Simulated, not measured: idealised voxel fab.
You're looking at the process module voxel trench capacitor.
Cross-section cut spans 280 nm and uses square cells 5 nm in size.
In what follows, cross-sections appear as grids of square cells, described through bands that run from the top down, where every band is one or more rows of cells. Band entry format. Leading values: height of top, height of bottom, nm. Remainder: materials in left-to-right order, each with its width in nm. Special words: "all across" on a single material, which then fills the band edge to edge; "blank", empty space. Ref level 0: as-received wafer is one material below here. Bottom band extends down with no lower bound ("0 down"). Width spec "30..40" -> top row of cells at first value, bottom row at second value, equal per-row change in between. "nothing different" (step): cross-section cells unchanged, all of them. This entry, "Tabulated closed voids", enumerates those empty regions of no fewer than 8 cells that possess no open connection to the top. Each region is reported in the form width x height at distance, the distance being taken from the left edge, with all three quantities expressed in nm. Read whatever lies past the settings on a step's line as the simulator's own remark about the step. "overlay nm" denotes, for a step that has a mask, the displacement of the mask to the right of its planned place, with negative values corresponding to the left.
-- The planned process steps are enumerated hereunder
1 RECEIVE with material Si
2 CONFORMAL_DEP with material SiN, thk nm 10
3 MASKED_ETCH with tone open, mask id TRENCH, width nm 20, pitch nm 40, etch materials SiN, depth nm 10, overlay nm 0
4 MASKED_ETCH with tone open, mask id TRENCH, width nm 20, pitch nm 40, etch materials Si, depth nm 40, overlay nm 0
5 CONFORMAL_DEP with material SiO2, thk nm 5
6 FILL_DEP with material polySi, thk nm 10
7 CMP with height nm 10
-- Cross-section of the wafer as it came to us, i.e., already through step 1
> 0 down | Si all across
> Tabulated closed voids: none
-- First of two wafers, end-of-module section, run followed plan
> 10 to 0 | SiN=90, then SiO2=5, then polySi=10, then SiO2=5, then SiN=20, then SiO2=5, then polySi=10, then SiO2=5, then SiN=20, then SiO2=5, then polySi=10, then SiO2=5, then SiN=90
> 0 to -35 | Si=90, then SiO2=5, then polySi=10, then SiO2=5, then Si=20, then SiO2=5, then polySi=10, then SiO2=5, then Si=20, then SiO2=5, then polySi=10, then SiO2=5, then Si=90
> -35 to -40 | Si=90, then SiO2=20, then Si=20, then SiO2=20, then Si=20, then SiO2=20, then Si=90
> -40 down | Si all across
> Tabulated closed voids: none
-- Second of two wafers, module complete, sectioned: it shares the first wafer's start and plan but was run with one mistake
> 25 to 15 | polySi all across
> 15 to 10 | SiO2=95, then polySi=10, then SiO2=30, then polySi=10, then SiO2=30, then polySi=10, then SiO2=95
> 10 to 0 | SiN=90, then SiO2=5, then polySi=10, then SiO2=5, then SiN=20, then SiO2=5, then polySi=10, then SiO2=5, then SiN=20, then SiO2=5, then polySi=10, then SiO2=5, then SiN=90
> 0 to -35 | Si=90, then SiO2=5, then polySi=10, then SiO2=5, then Si=20, then SiO2=5, then polySi=10, then SiO2=5, then Si=20, then SiO2=5, then polySi=10, then SiO2=5, then Si=90
> -35 to -40 | Si=90, then SiO2=20, then Si=20, then SiO2=20, then Si=20, then SiO2=20, then Si=90
> -40 down | Si all across
> Tabulated closed voids: none
Where did the run depart from the plan? step 7 of the plan: omitted, not performed
Upon completion, the second wafer contains, in terms of cells, a greater or smaller amount of certain materials than the first wafer: SiO2 +50, polySi +118
